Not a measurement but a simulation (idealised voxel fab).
Presented below is a process module, voxel wiring stack.
Square cells of 5 nm make up the cross-section cut, whose width is 240 nm.
Just so we're on the same page, the cross-sections are grids of square cells, and they're listed out in bands top to bottom, each band one or more rows deep.
Band: top height; bottom height; in nm. Then, left to right: material with width in nm, for each material. "throughout": a single material spanning edge to edge. "blank": empty space.
All heights in this document are referenced to 0, defined as the level beneath which the wafer, as received, consists entirely of one material. The lowest band is not bounded below; it extends indefinitely downward and is written in the form "0..down".
Think of "30 to 40" as a width that walks from the first number to the second as you go down the band, top row to bottom row, taking equal-sized steps from row to row.
No cell of the cross-section changed in a step that is given as "no modification".
You'll see "Enclosed cavities" listing empty spaces that have no way open to the top, as long as they're 8 cells or more; the notation is width x height at distance, where the distance is from the left edge, and all of it is in nm.
If you see something after the settings on a step's line, that's the simulator's own remark about that step.
overlay nm: step with mask; distance mask lay right of planned place; negative value = left of planned place.
Guide to the pairs. Each holds a before and an after cross-section around one process step; the after cross-section is cut off at the lowest band that changed. Look under the pair for the step between them and its settings. Pairs can come from different runs of this module on the same starting wafer, so a pair follows on from the one above it only where its entry headed "Ex-ante state" says it does.
### Ex-ante state
90..70 = 50 lowk / 5 SiCN / 25 Ru / 5 SiCN / 15 lowk / 5 SiCN / 25 Ru / 5 SiCN / 15 lowk / 5 SiCN / 25 Ru / 5 SiCN / 55 lowk
70..65 = 55 SiCN / 25 TiN / 25 SiCN / 25 TiN / 25 SiCN / 25 TiN / 60 SiCN
65..45 = 55 SiO2 / 5 TiN / 5 Cu / 5 TiN / 85 SiO2 / 5 TiN / 5 Cu / 5 TiN / 70 SiO2
45..40 = 55 SiCN / 15 TiN / 85 SiCN / 15 TiN / 70 SiCN
40..25 = 50 lowk / 5 SiCN / 25 Ru / 5 SiCN / 15 lowk / 5 SiCN / 25 Ru / 5 SiCN / 15 lowk / 5 SiCN / 25 Ru / 5 SiCN / 55 lowk
25..20 = 55 SiCN / 25 Ru / 25 SiCN / 25 Ru / 25 SiCN / 25 Ru / 60 SiCN
20..5 = SiO2 throughout
5..0 = TiN throughout
0..down = Si throughout
Enclosed cavities: none
### State After Step
95..90 = SiCN throughout
For the remainder of the cross-section, below 90, there is no change.
Enclosed cavities: none
Step that separates the before view from the after view above: CONFORMAL_DEP,material SiCN,thk nm 5
Ex-ante state: look at the pair above, its after cross-section is where this step starts.
### State After Step
125..95 = lowk throughout
For the remainder of the cross-section, below 95, there is no change.
Enclosed cavities: none
Step that separates the before view from the after view above: DIRECTIONAL_DEP,material lowk,thk nm 30
Ex-ante state: look at the pair above, its after cross-section is where this step starts.
### State After Step
140..125 = aC throughout
For the remainder of the cross-section, below 125, there is no change.
Enclosed cavities: none
Step that separates the before view from the after view above: DIRECTIONAL_DEP,material aC,thk nm 15
Ex-ante state: look at the pair above, its after cross-section is where this step starts.
### State After Step
175..140 = 55 resist / 25 blank / 25 resist / 25 blank / 25 resist / 25 blank / 60 resist
For the remainder of the cross-section, below 140, there is no change.
Enclosed cavities: none
Step that separates the before view from the after view above: PATTERN,tone open,mask id METAL_3,material resist,width nm 25,pitch nm 50,thk nm 35,overlay nm 0
Ex-ante state: look at the pair above, its after cross-section is where this step starts.
### State After Step
160..140 = 55 resist / 25 blank / 25 resist / 25 blank / 25 resist / 25 blank / 60 resist
140..125 = 55 aC / 25 blank / 25 aC / 25 blank / 25 aC / 25 blank / 60 aC
For the remainder of the cross-section, below 125, there is no change.
Enclosed cavities: none
Step that separates the before view from the after view above: DIRECTIONAL_ETCH,etch materials aC,depth nm 15
Ex-ante state: look at the pair above, its after cross-section is where this step starts.
### State After Step
140..125 = 55 aC / 25 blank / 25 aC / 25 blank / 25 aC / 25 blank / 60 aC
For the remainder of the cross-section, below 125, there is no change.
Enclosed cavities: none
Step that separates the before view from the after view above: STRIP,etch materials resist
Ex-ante state: look at the pair above, its after cross-section is where this step starts.
### State After Step
140..125 = 55 aC / 25 blank / 25 aC / 25 blank / 25 aC / 25 blank / 60 aC
125..105 = 55 lowk / 25 blank / 25 lowk / 25 blank / 25 lowk / 25 blank / 60 lowk
For the remainder of the cross-section, below 105, there is no change.
Enclosed cavities: none
Step that separates the before view from the after view above: DIRECTIONAL_ETCH,etch materials lowk,depth nm 20
Ex-ante state: look at the pair above, its after cross-section is where this step starts.
### State After Step
125..105 = 55 lowk / 25 blank / 25 lowk / 25 blank / 25 lowk / 25 blank / 60 lowk
For the remainder of the cross-section, below 105, there is no change.
Enclosed cavities: none
Step that separates the before view from the after view above: STRIP,etch materials aC
Ex-ante state: look at the pair above, its after cross-section is where this step starts.
### State After Step
125..105 = 55 lowk / 25 blank / 25 lowk / 25 blank / 25 lowk / 25 blank / 60 lowk
105..95 = 55 lowk / 15 blank / 85 lowk / 15 blank / 70 lowk
For the remainder of the cross-section, below 95, there is no change.
Enclosed cavities: none
Step that separates the before view from the after view above: MASKED_ETCH,tone open,mask id METAL_3_HOLES,width nm 15,pitch nm 100,etch materials lowk,depth nm 10,overlay nm 0
Ex-ante state: look at the pair above, its after cross-section is where this step starts.
### State After Step
125..105 = 55 lowk / 25 blank / 25 lowk / 25 blank / 25 lowk / 25 blank / 60 lowk
105..95 = 55 lowk / 15 blank / 85 lowk / 15 blank / 70 lowk
95..90 = 55 SiCN / 15 blank / 85 SiCN / 15 blank / 70 SiCN
For the remainder of the cross-section, below 90, there is no change.
Enclosed cavities: none
Step that separates the before view from the after view above: MASKED_ETCH,tone open,mask id METAL_3_HOLES,width nm 15,pitch nm 100,etch materials SiCN,depth nm 5,overlay nm 0
Ex-ante state: look at the pair above, its after cross-section is where this step starts.
### State After Step
130..125 = 60 TiN / 15 blank / 35 TiN / 15 blank / 35 TiN / 15 blank / 65 TiN
125..110 = 55 lowk / 5 TiN / 15 blank / 5 TiN / 25 lowk / 5 TiN / 15 blank / 5 TiN / 25 lowk / 5 TiN / 15 blank / 5 TiN / 60 lowk
110..105 = 55 lowk / 5 TiN / 5 blank / 15 TiN / 25 lowk / 25 TiN / 25 lowk / 5 TiN / 5 blank / 15 TiN / 60 lowk
105..95 = 55 lowk / 5 TiN / 5 blank / 5 TiN / 85 lowk / 5 TiN / 5 blank / 5 TiN / 70 lowk
95..90 = 55 SiCN / 15 TiN / 85 SiCN / 15 TiN / 70 SiCN
For the remainder of the cross-section, below 90, there is no change.
Enclosed cavities: none
Step that separates the before view from the after view above: CONFORMAL_DEP,material TiN,thk nm 5
Ex-ante state: look at the pair above, its after cross-section is where this step starts.
### State After Step
135..130 = Cu throughout
130..125 = 60 TiN / 15 Cu / 35 TiN / 15 Cu / 35 TiN / 15 Cu / 65 TiN
125..110 = 55 lowk / 5 TiN / 15 Cu / 5 TiN / 25 lowk / 5 TiN / 15 Cu / 5 TiN / 25 lowk / 5 TiN / 15 Cu / 5 TiN / 60 lowk
110..105 = 55 lowk / 5 TiN / 5 Cu / 15 TiN / 25 lowk / 25 TiN / 25 lowk / 5 TiN / 5 Cu / 15 TiN / 60 lowk
105..95 = 55 lowk / 5 TiN / 5 Cu / 5 TiN / 85 lowk / 5 TiN / 5 Cu / 5 TiN / 70 lowk
For the remainder of the cross-section, below 95, there is no change.
Enclosed cavities: none
Step that separates the before view from the after view above: FILL_DEP,material Cu,thk nm 5
Ex-ante state: look at the pair above, its after cross-section is where this step starts.
### State After Step
125..110 = 55 lowk / 5 TiN / 15 Cu / 5 TiN / 25 lowk / 5 TiN / 15 Cu / 5 TiN / 25 lowk / 5 TiN / 15 Cu / 5 TiN / 60 lowk
For the remainder of the cross-section, below 110, there is no change.
Enclosed cavities: none
Step that separates the before view from the after view above: CMP,height nm 125
Ex-ante state: look at the pair above, its after cross-section is where this step starts.
### State After Step
130..125 = SiCN throughout
For the remainder of the cross-section, below 125, there is no change.
Enclosed cavities: none
Step that separates the before view from the after view above: CONFORMAL_DEP,material SiCN,thk nm 5
### Ex-ante state
125..110 = 55 lowk / 5 TiN / 15 Cu / 5 TiN / 25 lowk / 5 TiN / 15 Cu / 5 TiN / 25 lowk / 5 TiN / 15 Cu / 5 TiN / 60 lowk
110..105 = 55 lowk / 5 TiN / 5 Cu / 15 TiN / 25 lowk / 25 TiN / 25 lowk / 5 TiN / 5 Cu / 15 TiN / 60 lowk
105..95 = 55 lowk / 5 TiN / 5 Cu / 5 TiN / 85 lowk / 5 TiN / 5 Cu / 5 TiN / 70 lowk
95..90 = 55 SiCN / 15 TiN / 85 SiCN / 15 TiN / 70 SiCN
90..70 = 50 lowk / 5 SiCN / 25 Ru / 5 SiCN / 15 lowk / 5 SiCN / 25 Ru / 5 SiCN / 15 lowk / 5 SiCN / 25 Ru / 5 SiCN / 55 lowk
70..65 = 55 SiCN / 25 TiN / 25 SiCN / 25 TiN / 25 SiCN / 25 TiN / 60 SiCN
65..45 = 55 SiO2 / 5 TiN / 5 Cu / 5 TiN / 85 SiO2 / 5 TiN / 5 Cu / 5 TiN / 70 SiO2
45..40 = 55 SiCN / 15 TiN / 85 SiCN / 15 TiN / 70 SiCN
40..20 = 50 lowk / 5 SiCN / 25 Ru / 5 SiCN / 15 lowk / 5 SiCN / 25 Ru / 5 SiCN / 15 lowk / 5 SiCN / 25 Ru / 5 SiCN / 55 lowk
20..15 = 55 SiCN / 25 TiN / 25 SiCN / 25 TiN / 25 SiCN / 25 TiN / 60 SiCN
15..0 = SiO2 throughout
0..down = Si throughout
Enclosed cavities: none
### State After Step
140..125 = SiCN throughout
For the remainder of the cross-section, below 125, there is no change.
Enclosed cavities: none
Step that separates the before view from the after view above: CONFORMAL_DEP,material SiCN,thk nm 15
### Ex-ante state
40..20 = Ru throughout
20..15 = TiN throughout
15..0 = SiO2 throughout
0..down = Si throughout
Enclosed cavities: none
### State After Step
40..20 = 60 blank / 15 Ru / 35 blank / 15 Ru / 35 blank / 15 Ru / 65 blank
For the remainder of the cross-section, below 20, there is no change.
Enclosed cavities: none
Step that separates the before view from the after view above: MASKED_ETCH,tone cover,mask id METAL_1,width nm 15,pitch nm 50,etch materials Ru,depth nm 20,overlay nm 0
Ex-ante state: look at the pair above, its after cross-section is where this step starts.
### State After Step
40..20 = 60 blank / 15 Ru / 35 blank / 15 Ru / 35 blank / 15 Ru / 65 blank
20..15 = 55 blank / 25 TiN / 25 blank / 25 TiN / 25 blank / 25 TiN / 60 blank
For the remainder of the cross-section, below 15, there is no change.
Enclosed cavities: none
Step that separates the before view from the after view above: MASKED_ETCH,tone cover,mask id METAL_1,width nm 25,pitch nm 50,etch materials TiN,depth nm 5,overlay nm 0
Ex-ante state: look at the pair above, its after cross-section is where this step starts.
### State After Step
45..40 = 55 blank / 25 SiCN / 25 blank / 25 SiCN / 25 blank / 25 SiCN / 60 blank
40..25 = 55 blank / 5 SiCN / 15 Ru / 5 SiCN / 25 blank / 5 SiCN / 15 Ru / 5 SiCN / 25 blank / 5 SiCN / 15 Ru / 5 SiCN / 60 blank
25..20 = 50 blank / 10 SiCN / 15 Ru / 10 SiCN / 15 blank / 10 SiCN / 15 Ru / 10 SiCN / 15 blank / 10 SiCN / 15 Ru / 10 SiCN / 55 blank
20..15 = 55 SiCN / 25 TiN / 25 SiCN / 25 TiN / 25 SiCN / 25 TiN / 60 SiCN
For the remainder of the cross-section, below 15, there is no change.
Enclosed cavities: none
Step that separates the before view from the after view above: CONFORMAL_DEP,material SiCN,thk nm 5
Ex-ante state: look at the pair above, its after cross-section is where this step starts.
### State After Step
50..45 = lowk throughout
45..40 = 55 lowk / 25 SiCN / 25 lowk / 25 SiCN / 25 lowk / 25 SiCN / 60 lowk
40..25 = 55 lowk / 5 SiCN / 15 Ru / 5 SiCN / 25 lowk / 5 SiCN / 15 Ru / 5 SiCN / 25 lowk / 5 SiCN / 15 Ru / 5 SiCN / 60 lowk
25..20 = 50 lowk / 10 SiCN / 15 Ru / 10 SiCN / 15 lowk / 10 SiCN / 15 Ru / 10 SiCN / 15 lowk / 10 SiCN / 15 Ru / 10 SiCN / 55 lowk
For the remainder of the cross-section, below 20, there is no change.
Enclosed cavities: none
Step that separates the before view from the after view above: FILL_DEP,material lowk,thk nm 5
Ex-ante state: look at the pair above, its after cross-section is where this step starts.
### State After Step
40..25 = 55 lowk / 5 SiCN / 15 Ru / 5 SiCN / 25 lowk / 5 SiCN / 15 Ru / 5 SiCN / 25 lowk / 5 SiCN / 15 Ru / 5 SiCN / 60 lowk
For the remainder of the cross-section, below 25, there is no change.
Enclosed cavities: none
Step that separates the before view from the after view above: CMP,height nm 40
Ex-ante state: look at the pair above, its after cross-section is where this step starts.
### State After Step
45..40 = SiCN throughout
For the remainder of the cross-section, below 40, there is no change.
Enclosed cavities: none
Step that separates the before view from the after view above: CONFORMAL_DEP,material SiCN,thk nm 5
Ex-ante state: look at the pair above, its after cross-section is where this step starts.
### State After Step
65..45 = SiO2 throughout
For the remainder of the cross-section, below 45, there is no change.
Enclosed cavities: none
Step that separates the before view from the after view above: DIRECTIONAL_DEP,material SiO2,thk nm 20
Ex-ante state: look at the pair above, its after cross-section is where this step starts.
### State After Step
80..65 = aC throughout
For the remainder of the cross-section, below 65, there is no change.
Enclosed cavities: none
Step that separates the before view from the after view above: DIRECTIONAL_DEP,material aC,thk nm 15
Ex-ante state: look at the pair above, its after cross-section is where this step starts.
### State After Step
110..80 = 55 resist / 15 blank / 85 resist / 15 blank / 70 resist
For the remainder of the cross-section, below 80, there is no change.
Enclosed cavities: none
Step that separates the before view from the after view above: PATTERN,tone open,mask id PLUG_1,material resist,width nm 15,pitch nm 100,thk nm 30,overlay nm 0
Ex-ante state: look at the pair above, its after cross-section is where this step starts.
### State After Step
95..80 = 55 resist / 15 blank / 85 resist / 15 blank / 70 resist
80..65 = 55 aC / 15 blank / 85 aC / 15 blank / 70 aC
For the remainder of the cross-section, below 65, there is no change.
Enclosed cavities: none
Step that separates the before view from the after view above: DIRECTIONAL_ETCH,etch materials aC,depth nm 15
Ex-ante state: look at the pair above, its after cross-section is where this step starts.
### State After Step
80..65 = 55 aC / 15 blank / 85 aC / 15 blank / 70 aC
For the remainder of the cross-section, below 65, there is no change.
Enclosed cavities: none
Step that separates the before view from the after view above: STRIP,etch materials resist
Ex-ante state: look at the pair above, its after cross-section is where this step starts.
### State After Step
80..65 = 55 aC / 15 blank / 85 aC / 15 blank / 70 aC
65..45 = 55 SiO2 / 15 blank / 85 SiO2 / 15 blank / 70 SiO2
For the remainder of the cross-section, below 45, there is no change.
Enclosed cavities: none
Step that separates the before view from the after view above: DIRECTIONAL_ETCH,etch materials SiO2,depth nm 20
Ex-ante state: look at the pair above, its after cross-section is where this step starts.
### State After Step
80..65 = 55 aC / 15 blank / 85 aC / 15 blank / 70 aC
65..45 = 55 SiO2 / 15 blank / 85 SiO2 / 15 blank / 70 SiO2
45..40 = 55 SiCN / 15 blank / 85 SiCN / 15 blank / 70 SiCN
For the remainder of the cross-section, below 40, there is no change.
Enclosed cavities: none
Step that separates the before view from the after view above: DIRECTIONAL_ETCH,etch materials SiCN,depth nm 5
Ex-ante state: look at the pair above, its after cross-section is where this step starts.
### State After Step
65..45 = 55 SiO2 / 15 blank / 85 SiO2 / 15 blank / 70 SiO2
For the remainder of the cross-section, below 45, there is no change.
Enclosed cavities: none
Step that separates the before view from the after view above: STRIP,etch materials aC
Ex-ante state: look at the pair above, its after cross-section is where this step starts.
### State After Step
70..65 = 60 TiN / 5 blank / 95 TiN / 5 blank / 75 TiN
65..45 = 55 SiO2 / 5 TiN / 5 blank / 5 TiN / 85 SiO2 / 5 TiN / 5 blank / 5 TiN / 70 SiO2
45..40 = 55 SiCN / 15 TiN / 85 SiCN / 15 TiN / 70 SiCN
For the remainder of the cross-section, below 40, there is no change.
Enclosed cavities: none
Step that separates the before view from the after view above: CONFORMAL_DEP,material TiN,thk nm 5
Ex-ante state: look at the pair above, its after cross-section is where this step starts.
### State After Step
75..70 = Cu throughout
70..65 = 60 TiN / 5 Cu / 95 TiN / 5 Cu / 75 TiN
65..45 = 55 SiO2 / 5 TiN / 5 Cu / 5 TiN / 85 SiO2 / 5 TiN / 5 Cu / 5 TiN / 70 SiO2
For the remainder of the cross-section, below 45, there is no change.
Enclosed cavities: none
Step that separates the before view from the after view above: FILL_DEP,material Cu,thk nm 5
Ex-ante state: look at the pair above, its after cross-section is where this step starts.
### State After Step
65..45 = 55 SiO2 / 5 TiN / 5 Cu / 5 TiN / 85 SiO2 / 5 TiN / 5 Cu / 5 TiN / 70 SiO2
For the remainder of the cross-section, below 45, there is no change.
Enclosed cavities: none
Step that separates the before view from the after view above: CMP,height nm 65
Ex-ante state: look at the pair above, its after cross-section is where this step starts.
### State After Step
70..65 = TiN throughout
For the remainder of the cross-section, below 65, there is no change.
Enclosed cavities: none
Step that separates the before view from the after view above: DIRECTIONAL_DEP,material TiN,thk nm 5
Ex-ante state: look at the pair above, its after cross-section is where this step starts.
### State After Step
90..70 = Ru throughout
For the remainder of the cross-section, below 70, there is no change.
Enclosed cavities: none
Step that separates the before view from the after view above: DIRECTIONAL_DEP,material Ru,thk nm 20
Ex-ante state: look at the pair above, its after cross-section is where this step starts.
### State After Step
90..70 = 55 blank / 25 Ru / 25 blank / 25 Ru / 25 blank / 25 Ru / 60 blank
For the remainder of the cross-section, below 70, there is no change.
Enclosed cavities: none
Step that separates the before view from the after view above: MASKED_ETCH,tone cover,mask id METAL_2,width nm 25,pitch nm 50,etch materials Ru,depth nm 20,overlay nm 0
Ex-ante state: look at the pair above, its after cross-section is where this step starts.
### State After Step
90..70 = 55 blank / 25 Ru / 25 blank / 25 Ru / 25 blank / 25 Ru / 60 blank
70..65 = 55 blank / 25 TiN / 25 blank / 25 TiN / 25 blank / 25 TiN / 60 blank
For the remainder of the cross-section, below 65, there is no change.
Enclosed cavities: none
Step that separates the before view from the after view above: MASKED_ETCH,tone cover,mask id METAL_2,width nm 25,pitch nm 50,etch materials TiN,depth nm 5,overlay nm 0
Ex-ante state: look at the pair above, its after cross-section is where this step starts.
### State After Step
95..90 = 50 blank / 35 SiCN / 15 blank / 35 SiCN / 15 blank / 35 SiCN / 55 blank
90..70 = 50 blank / 5 SiCN / 25 Ru / 5 SiCN / 15 blank / 5 SiCN / 25 Ru / 5 SiCN / 15 blank / 5 SiCN / 25 Ru / 5 SiCN / 55 blank
70..65 = 55 SiCN / 25 TiN / 25 SiCN / 25 TiN / 25 SiCN / 25 TiN / 60 SiCN
For the remainder of the cross-section, below 65, there is no change.
Enclosed cavities: none
Step that separates the before view from the after view above: CONFORMAL_DEP,material SiCN,thk nm 5
Ex-ante state: look at the pair above, its after cross-section is where this step starts.
### State After Step
105..95 = lowk throughout
95..90 = 50 lowk / 35 SiCN / 15 lowk / 35 SiCN / 15 lowk / 35 SiCN / 55 lowk
90..70 = 50 lowk / 5 SiCN / 25 Ru / 5 SiCN / 15 lowk / 5 SiCN / 25 Ru / 5 SiCN / 15 lowk / 5 SiCN / 25 Ru / 5 SiCN / 55 lowk
For the remainder of the cross-section, below 70, there is no change.
Enclosed cavities: none
Step that separates the before view from the after view above: FILL_DEP,material lowk,thk nm 10
Ex-ante state: look at the pair above, its after cross-section is where this step starts.
### State After Step
90..70 = 50 lowk / 5 SiCN / 25 Ru / 5 SiCN / 15 lowk / 5 SiCN / 25 Ru / 5 SiCN / 15 lowk / 5 SiCN / 25 Ru / 5 SiCN / 55 lowk
For the remainder of the cross-section, below 70, there is no change.
Enclosed cavities: none
Step that separates the before view from the after view above: CMP,height nm 90
Ex-ante state: look at the pair above, its after cross-section is where this step starts.
### State After Step
95..90 = SiCN throughout
For the remainder of the cross-section, below 90, there is no change.
Enclosed cavities: none
Step that separates the before view from the after view above: CONFORMAL_DEP,material SiCN,thk nm 5
Ex-ante state: look at the pair above, its after cross-section is where this step starts.
### State After Step
125..95 = lowk throughout
For the remainder of the cross-section, below 95, there is no change.
Enclosed cavities: none
Step that separates the before view from the after view above: DIRECTIONAL_DEP,material lowk,thk nm 30
Ex-ante state: look at the pair above, its after cross-section is where this step starts.
### State After Step
140..125 = aC throughout
For the remainder of the cross-section, below 125, there is no change.
Enclosed cavities: none
Step that separates the before view from the after view above: DIRECTIONAL_DEP,material aC,thk nm 15
Ex-ante state: look at the pair above, its after cross-section is where this step starts.
### State After Step
175..140 = 55 resist / 25 blank / 25 resist / 25 blank / 25 resist / 25 blank / 60 resist
For the remainder of the cross-section, below 140, there is no change.
Enclosed cavities: none
Step that separates the before view from the after view above: PATTERN,tone open,mask id METAL_3,material resist,width nm 25,pitch nm 50,thk nm 35,overlay nm 0
Ex-ante state: look at the pair above, its after cross-section is where this step starts.
### State After Step
160..140 = 55 resist / 25 blank / 25 resist / 25 blank / 25 resist / 25 blank / 60 resist
140..125 = 55 aC / 25 blank / 25 aC / 25 blank / 25 aC / 25 blank / 60 aC
For the remainder of the cross-section, below 125, there is no change.
Enclosed cavities: none
Step that separates the before view from the after view above: DIRECTIONAL_ETCH,etch materials aC,depth nm 15
Ex-ante state: look at the pair above, its after cross-section is where this step starts.
### State After Step
140..125 = 55 aC / 25 blank / 25 aC / 25 blank / 25 aC / 25 blank / 60 aC
For the remainder of the cross-section, below 125, there is no change.
Enclosed cavities: none
Step that separates the before view from the after view above: STRIP,etch materials resist
Ex-ante state: look at the pair above, its after cross-section is where this step starts.
### State After Step
140..125 = 55 aC / 25 blank / 25 aC / 25 blank / 25 aC / 25 blank / 60 aC
125..105 = 55 lowk / 25 blank / 25 lowk / 25 blank / 25 lowk / 25 blank / 60 lowk
For the remainder of the cross-section, below 105, there is no change.
Enclosed cavities: none
Step that separates the before view from the after view above: DIRECTIONAL_ETCH,etch materials lowk,depth nm 20
Ex-ante state: look at the pair above, its after cross-section is where this step starts.
### State After Step
125..105 = 55 lowk / 25 blank / 25 lowk / 25 blank / 25 lowk / 25 blank / 60 lowk
For the remainder of the cross-section, below 105, there is no change.
Enclosed cavities: none
Step that separates the before view from the after view above: STRIP,etch materials aC
Ex-ante state: look at the pair above, its after cross-section is where this step starts.
### State After Step
125..105 = 55 lowk / 25 blank / 25 lowk / 25 blank / 25 lowk / 25 blank / 60 lowk
105..95 = 55 lowk / 15 blank / 85 lowk / 15 blank / 70 lowk
For the remainder of the cross-section, below 95, there is no change.
Enclosed cavities: none
Step that separates the before view from the after view above: MASKED_ETCH,tone open,mask id METAL_3_HOLES,width nm 15,pitch nm 100,etch materials lowk,depth nm 10,overlay nm 0
Ex-ante state: look at the pair above, its after cross-section is where this step starts.
### State After Step
125..105 = 55 lowk / 25 blank / 25 lowk / 25 blank / 25 lowk / 25 blank / 60 lowk
105..95 = 55 lowk / 15 blank / 85 lowk / 15 blank / 70 lowk
95..90 = 55 SiCN / 15 blank / 85 SiCN / 15 blank / 70 SiCN
For the remainder of the cross-section, below 90, there is no change.
Enclosed cavities: none
Step that separates the before view from the after view above: MASKED_ETCH,tone open,mask id METAL_3_HOLES,width nm 15,pitch nm 100,etch materials SiCN,depth nm 5,overlay nm 0
Ex-ante state: look at the pair above, its after cross-section is where this step starts.
### State After Step
130..125 = 60 TiN / 15 blank / 35 TiN / 15 blank / 35 TiN / 15 blank / 65 TiN
125..110 = 55 lowk / 5 TiN / 15 blank / 5 TiN / 25 lowk / 5 TiN / 15 blank / 5 TiN / 25 lowk / 5 TiN / 15 blank / 5 TiN / 60 lowk
110..105 = 55 lowk / 5 TiN / 5 blank / 15 TiN / 25 lowk / 25 TiN / 25 lowk / 5 TiN / 5 blank / 15 TiN / 60 lowk
105..95 = 55 lowk / 5 TiN / 5 blank / 5 TiN / 85 lowk / 5 TiN / 5 blank / 5 TiN / 70 lowk
95..90 = 55 SiCN / 15 TiN / 85 SiCN / 15 TiN / 70 SiCN
For the remainder of the cross-section, below 90, there is no change.
Enclosed cavities: none
Step that separates the before view from the after view above: CONFORMAL_DEP,material TiN,thk nm 5
Ex-ante state: look at the pair above, its after cross-section is where this step starts.
### State After Step
135..130 = Cu throughout
130..125 = 60 TiN / 15 Cu / 35 TiN / 15 Cu / 35 TiN / 15 Cu / 65 TiN
125..110 = 55 lowk / 5 TiN / 15 Cu / 5 TiN / 25 lowk / 5 TiN / 15 Cu / 5 TiN / 25 lowk / 5 TiN / 15 Cu / 5 TiN / 60 lowk
110..105 = 55 lowk / 5 TiN / 5 Cu / 15 TiN / 25 lowk / 25 TiN / 25 lowk / 5 TiN / 5 Cu / 15 TiN / 60 lowk
105..95 = 55 lowk / 5 TiN / 5 Cu / 5 TiN / 85 lowk / 5 TiN / 5 Cu / 5 TiN / 70 lowk
For the remainder of the cross-section, below 95, there is no change.
Enclosed cavities: none
Step that separates the before view from the after view above: FILL_DEP,material Cu,thk nm 5
Ex-ante state: look at the pair above, its after cross-section is where this step starts.
### State After Step
125..110 = 55 lowk / 5 TiN / 15 Cu / 5 TiN / 25 lowk / 5 TiN / 15 Cu / 5 TiN / 25 lowk / 5 TiN / 15 Cu / 5 TiN / 60 lowk
For the remainder of the cross-section, below 110, there is no change.
Enclosed cavities: none
Step that separates the before view from the after view above: CMP,height nm 125
Ex-ante state: look at the pair above, its after cross-section is where this step starts.
### State After Step
130..125 = SiCN throughout
For the remainder of the cross-section, below 125, there is no change.
Enclosed cavities: none
Step that separates the before view from the after view above: CONFORMAL_DEP,material SiCN,thk nm 5
### Ex-ante state
90..70 = 55 blank / 25 Ru / 25 blank / 25 Ru / 25 blank / 25 Ru / 60 blank
70..65 = TiN throughout
65..45 = 55 SiO2 / 5 TiN / 5 Cu / 5 TiN / 85 SiO2 / 5 TiN / 5 Cu / 5 TiN / 70 SiO2
45..40 = 55 SiCN / 15 TiN / 85 SiCN / 15 TiN / 70 SiCN
40..20 = 50 lowk / 5 SiCN / 25 Ru / 5 SiCN / 15 lowk / 5 SiCN / 25 Ru / 5 SiCN / 15 lowk / 5 SiCN / 25 Ru / 5 SiCN / 55 lowk
20..15 = 55 SiCN / 25 TiN / 25 SiCN / 25 TiN / 25 SiCN / 25 TiN / 60 SiCN
15..0 = SiO2 throughout
0..down = Si throughout
Enclosed cavities: none
### State After Step
90..70 = 55 blank / 25 Ru / 25 blank / 25 Ru / 25 blank / 25 Ru / 60 blank
70..65 = 50 blank / 30 TiN / 20 blank / 30 TiN / 20 blank / 30 TiN / 60 blank
For the remainder of the cross-section, below 65, there is no change.
Enclosed cavities: none
Step that separates the before view from the after view above: MASKED_ETCH,tone cover,mask id METAL_2,width nm 25,pitch nm 50,etch materials TiN,depth nm 5,overlay nm -5
Ex-ante state: look at the pair above, its after cross-section is where this step starts.
### State After Step
95..90 = 50 blank / 35 SiCN / 15 blank / 35 SiCN / 15 blank / 35 SiCN / 55 blank
90..75 = 50 blank / 5 SiCN / 25 Ru / 5 SiCN / 15 blank / 5 SiCN / 25 Ru / 5 SiCN / 15 blank / 5 SiCN / 25 Ru / 5 SiCN / 55 blank
75..70 = 45 blank / 10 SiCN / 25 Ru / 5 SiCN / 10 blank / 10 SiCN / 25 Ru / 5 SiCN / 10 blank / 10 SiCN / 25 Ru / 5 SiCN / 55 blank
70..65 = 50 SiCN / 30 TiN / 20 SiCN / 30 TiN / 20 SiCN / 30 TiN / 60 SiCN
For the remainder of the cross-section, below 65, there is no change.
Enclosed cavities: none
Step that separates the before view from the after view above: CONFORMAL_DEP,material SiCN,thk nm 5
Ex-ante state: look at the pair above, its after cross-section is where this step starts.
### State After Step
105..95 = lowk throughout
95..90 = 50 lowk / 35 SiCN / 15 lowk / 35 SiCN / 15 lowk / 35 SiCN / 55 lowk
90..75 = 50 lowk / 5 SiCN / 25 Ru / 5 SiCN / 15 lowk / 5 SiCN / 25 Ru / 5 SiCN / 15 lowk / 5 SiCN / 25 Ru / 5 SiCN / 55 lowk
75..70 = 45 lowk / 10 SiCN / 25 Ru / 5 SiCN / 10 lowk / 10 SiCN / 25 Ru / 5 SiCN / 10 lowk / 10 SiCN / 25 Ru / 5 SiCN / 55 lowk
For the remainder of the cross-section, below 70, there is no change.
Enclosed cavities: none
Step that separates the before view from the after view above: FILL_DEP,material lowk,thk nm 10
Ex-ante state: look at the pair above, its after cross-section is where this step starts.
### State After Step
90..75 = 50 lowk / 5 SiCN / 25 Ru / 5 SiCN / 15 lowk / 5 SiCN / 25 Ru / 5 SiCN / 15 lowk / 5 SiCN / 25 Ru / 5 SiCN / 55 lowk
For the remainder of the cross-section, below 75, there is no change.
Enclosed cavities: none
Step that separates the before view from the after view above: CMP,height nm 90
Ex-ante state: look at the pair above, its after cross-section is where this step starts.
### State After Step
95..90 = SiCN throughout
For the remainder of the cross-section, below 90, there is no change.
Enclosed cavities: none
Step that separates the before view from the after view above: CONFORMAL_DEP,material SiCN,thk nm 5
Ex-ante state: look at the pair above, its after cross-section is where this step starts.
### State After Step
125..95 = lowk throughout
For the remainder of the cross-section, below 95, there is no change.
Enclosed cavities: none
Step that separates the before view from the after view above: DIRECTIONAL_DEP,material lowk,thk nm 30
Ex-ante state: look at the pair above, its after cross-section is where this step starts.
### State After Step
140..125 = aC throughout
For the remainder of the cross-section, below 125, there is no change.
Enclosed cavities: none
Step that separates the before view from the after view above: DIRECTIONAL_DEP,material aC,thk nm 15
Ex-ante state: look at the pair above, its after cross-section is where this step starts.
### State After Step
175..140 = 55 resist / 25 blank / 25 resist / 25 blank / 25 resist / 25 blank / 60 resist
For the remainder of the cross-section, below 140, there is no change.
Enclosed cavities: none
Step that separates the before view from the after view above: PATTERN,tone open,mask id METAL_3,material resist,width nm 25,pitch nm 50,thk nm 35,overlay nm 0
Ex-ante state: look at the pair above, its after cross-section is where this step starts.
### State After Step
160..140 = 55 resist / 25 blank / 25 resist / 25 blank / 25 resist / 25 blank / 60 resist
140..125 = 55 aC / 25 blank / 25 aC / 25 blank / 25 aC / 25 blank / 60 aC
For the remainder of the cross-section, below 125, there is no change.
Enclosed cavities: none
Step that separates the before view from the after view above: DIRECTIONAL_ETCH,etch materials aC,depth nm 15
Ex-ante state: look at the pair above, its after cross-section is where this step starts.
### State After Step
140..125 = 55 aC / 25 blank / 25 aC / 25 blank / 25 aC / 25 blank / 60 aC
For the remainder of the cross-section, below 125, there is no change.
Enclosed cavities: none
Step that separates the before view from the after view above: STRIP,etch materials resist
